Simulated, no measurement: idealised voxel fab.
Presented below is a process module, voxel double patterning.
This is section cut - it's 225 nm across, gridded in 5 nm square cells.
A cross-section is a grid of square cells, given in bands from the top down. A band is one or more rows of cells. Within each band entry, the heights of the top and of the bottom of the band appear first, in that order and in nm; the materials of the band then follow from left to right, each with its corresponding width in nm. The designation "everywhere" on a single material indicates that it fills the band from edge to edge; the designation "air" indicates empty space. Note: height 0 marks the level under which the wafer is uniformly one material as received. Lowest band unbounded below, written "0 down". The expression "30->40" gives the width at the extremes of the band, the first number at its top row of cells and the second at its bottom row, with the width changing by equal amounts from each row to the next in between. You'll sometimes find "same as before" written for a step, and that's the way of saying that nowhere in the cross-section did a cell change during that step. You'll see "Tabulated closed voids" listing empty spaces that have no way open to the top, as long as they're 8 cells or more; the notation is width x height at distance, where the distance is from the left edge, and all of it is in nm. On a step's line, text after the settings is the simulator commenting on that step. Steps that use a mask can have "overlay nm" on their line. It says how far the mask sat to the right of where it was meant to be. Negative means to the left.
Steps planned for the process
| 1 | RECEIVE: material Si |
| 2 | CONFORMAL_DEP: material SiN, thk nm 5 |
| 3 | DIRECTIONAL_DEP: material SiO2, thk nm 15 |
| 4 | DIRECTIONAL_DEP: material SiCN, thk nm 10 |
| 5 | PATTERN: tone open, mask id FIRST, material resist, width nm 15, pitch nm 50, thk nm 15, overlay nm 0 |
| 6 | DIRECTIONAL_ETCH: etch materials SiCN, depth nm 10 |
| 7 | STRIP: etch materials resist |
| 8 | MASKED_ETCH: tone open, mask id SECOND, width nm 15, pitch nm 50, etch materials SiCN, depth nm 10, overlay nm 0 |
| 9 | DIRECTIONAL_ETCH: etch materials SiO2, depth nm 15 |
| 10 | STRIP: etch materials SiCN |
Incoming wafer in cross-section (state: after step 1)
* 0 down | Si everywhere
* Tabulated closed voids: none
End state of the module in cross-section, given the above starting point and plan and one mistake in execution
* 20 to 5 | SiO2 (55) | air (20) | SiO2 (5) | air (15) | SiO2 (10) | air (20) | SiO2 (5) | air (15) | SiO2 (10) | air (20) | SiO2 (50)
* 5 to 0 | SiN everywhere
* 0 down | Si everywhere
* Tabulated closed voids: none
It is concluded that the wafer was processed incorrectly with respect to the plan, in that off-plan run, step 5, actual operation and settings PATTERN: tone open, mask id FIRST, material resist, width nm 20, pitch nm 50, thk nm 15, overlay nm 0
